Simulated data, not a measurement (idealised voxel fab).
This section sets out a process module, namely voxel fin reveal.
Each square cell in cross-section cut measures 5 nm, and the section as a whole is 275 nm wide.
Think of the cross-section as a grid of square cells. We describe it in bands, top to bottom, and each band covers one or more rows of those cells. Top height, bottom height, nm. Materials left to right, width each, nm. Single material + "edge to edge" = fills band edge to edge. "air" = empty. We count height from 0. Below that, the starting wafer is all one material. The lowest band never ends at the bottom but goes on down; see "0 -> down" for how that is written. Read "30..40" as a graded width: first number on top, second number at the bottom, same change between each pair of neighbouring rows. For the purposes of this document, the phrase "left unchanged" attached to a step denotes that no cell within the cross-section was modified by that step. Empty spaces without an open route to the top, at least 8 cells in extent, make up the entry "Completely sealed voids"; each is given as width x height at distance, where the distance is measured from the left edge, and all are in nm. On a step's line, text after the settings is the simulator commenting on that step. The optional step-line setting "overlay nm" applies to steps with a mask and quantifies how far to the right of its planned location the mask lay, a negative value indicating leftward placement.
## The following list gives the planned process steps
| 1 | RECEIVE,material Si |
| 2 | CONFORMAL_DEP,material SiN,thk nm 5 |
| 3 | PATTERN,tone cover,mask id FINS,material resist,width nm 15,pitch nm 35,thk nm 20,overlay nm 0 |
| 4 | DIRECTIONAL_ETCH,etch materials SiN,depth nm 5 |
| 5 | DIRECTIONAL_ETCH,etch materials Si,depth nm 40 |
| 6 | STRIP,etch materials resist |
| 7 | OXIDIZE,depth nm 5 |
| 8 | FILL_DEP,material SiO2,thk nm 15 |
| 9 | CMP,height nm 5 |
| 10 | SELECTIVE_ETCH,etch materials SiO2,depth nm 35 |
| 11 | STRIP,etch materials SiN |
## First of two wafers, with the run carried out as planned
## Incoming wafer in cross-section (state: after step 1)
> 0 -> down  Si edge to edge
> Completely sealed voids: none
## The following cross-section depicts the wafer upon completion of step 2
> 5 -> 0  SiN edge to edge
> Note: structure below 0 unchanged.
## The following cross-section depicts the wafer upon completion of step 3
> 25 -> 5  air: 110 | resist: 15 | air: 20 | resist: 15 | air: 115
> Note: structure below 5 unchanged.
## The following cross-section depicts the wafer upon completion of step 4
> 25 -> 5  air: 110 | resist: 15 | air: 20 | resist: 15 | air: 115
> 5 -> 0  air: 110 | SiN: 15 | air: 20 | SiN: 15 | air: 115
> Note: structure below 0 unchanged.
## The following cross-section depicts the wafer upon completion of step 5
> 25 -> 5  air: 110 | resist: 15 | air: 20 | resist: 15 | air: 115
> 5 -> 0  air: 110 | SiN: 15 | air: 20 | SiN: 15 | air: 115
> 0 -> -40  air: 110 | Si: 15 | air: 20 | Si: 15 | air: 115
> Note: structure below -40 unchanged.
## The following cross-section depicts the wafer upon completion of step 6
> 5 -> 0  air: 110 | SiN: 15 | air: 20 | SiN: 15 | air: 115
> Note: structure below 0 unchanged.
## The following cross-section depicts the wafer upon completion of step 7
> 5 -> 0  air: 110 | SiN: 15 | air: 20 | SiN: 15 | air: 115
> 0 -> -40  air: 110 | SiO2: 5 | Si: 5 | SiO2: 5 | air: 20 | SiO2: 5 | Si: 5 | SiO2: 5 | air: 115
> -40 -> -45  SiO2: 115 | Si: 5 | SiO2: 30 | Si: 5 | SiO2: 120
> Note: structure below -45 unchanged.
## The following cross-section depicts the wafer upon completion of step 8
> 20 -> 5  SiO2 edge to edge
> 5 -> 0  SiO2: 110 | SiN: 15 | SiO2: 20 | SiN: 15 | SiO2: 115
> 0 -> -45  SiO2: 115 | Si: 5 | SiO2: 30 | Si: 5 | SiO2: 120
> Note: structure below -45 unchanged.
## The following cross-section depicts the wafer upon completion of step 9
> 5 -> 0  SiO2: 110 | SiN: 15 | SiO2: 20 | SiN: 15 | SiO2: 115
> Note: structure below 0 unchanged.
## The following cross-section depicts the wafer upon completion of step 10
> 5 -> 0  air: 110 | SiN: 15 | air: 20 | SiN: 15 | air: 115
> 0 -> -30  air: 115 | Si: 5 | air: 30 | Si: 5 | air: 120
> Note: structure below -30 unchanged.
## The following cross-section depicts the wafer upon completion of step 11
> 0 -> -30  air: 115 | Si: 5 | air: 30 | Si: 5 | air: 120
> Note: structure below -30 unchanged.
## Second of two: same start, same plan, one run error; steps up to and including 2 match the first
## when step 3 should have ended
> 25 -> 5  resist: 110 | air: 15 | resist: 20 | air: 15 | resist: 115
> Note: structure below 5 unchanged.
## when step 4 should have ended
> 25 -> 5  resist: 110 | air: 15 | resist: 20 | air: 15 | resist: 115
> 5 -> 0  SiN: 110 | air: 15 | SiN: 20 | air: 15 | SiN: 115
> Note: structure below 0 unchanged.
## when step 5 should have ended
> 25 -> 5  resist: 110 | air: 15 | resist: 20 | air: 15 | resist: 115
> 5 -> 0  SiN: 110 | air: 15 | SiN: 20 | air: 15 | SiN: 115
> 0 -> -40  Si: 110 | air: 15 | Si: 20 | air: 15 | Si: 115
> Note: structure below -40 unchanged.
## when step 6 should have ended
> 5 -> 0  SiN: 110 | air: 15 | SiN: 20 | air: 15 | SiN: 115
> Note: structure below 0 unchanged.
## when step 7 should have ended
> 5 -> 0  SiN: 110 | air: 15 | SiN: 20 | air: 15 | SiN: 115
> 0 -> -40  Si: 105 | SiO2: 5 | air: 15 | SiO2: 5 | Si: 10 | SiO2: 5 | air: 15 | SiO2: 5 | Si: 110
> -40 -> -45  Si: 105 | SiO2: 25 | Si: 10 | SiO2: 25 | Si: 110
> Note: structure below -45 unchanged.
## when step 8 should have ended
> 20 -> 5  SiO2 edge to edge
> 5 -> 0  SiN: 110 | SiO2: 15 | SiN: 20 | SiO2: 15 | SiN: 115
> 0 -> -45  Si: 105 | SiO2: 25 | Si: 10 | SiO2: 25 | Si: 110
> Note: structure below -45 unchanged.
## when step 9 should have ended
> 5 -> 0  SiN: 110 | SiO2: 15 | SiN: 20 | SiO2: 15 | SiN: 115
> Note: structure below 0 unchanged.
## when step 10 should have ended
> 5 -> 0  SiN: 110 | air: 15 | SiN: 20 | air: 15 | SiN: 115
> 0 -> -30  Si: 105 | air: 25 | Si: 10 | air: 25 | Si: 110
> Note: structure below -30 unchanged.
## when step 11 should have ended
> 0 -> -30  Si: 105 | air: 25 | Si: 10 | air: 25 | Si: 110
> Note: structure below -30 unchanged.
Nonconformance to the process plan: step 3 did not use the planned setting and instead ran as PATTERN,tone open,mask id FINS,material resist,width nm 15,pitch nm 35,thk nm 20,overlay nm 0
The closing comparison, in cells, has the second wafer with more or fewer of some materials than the first: 387 more of Si | 129 fewer of SiO2
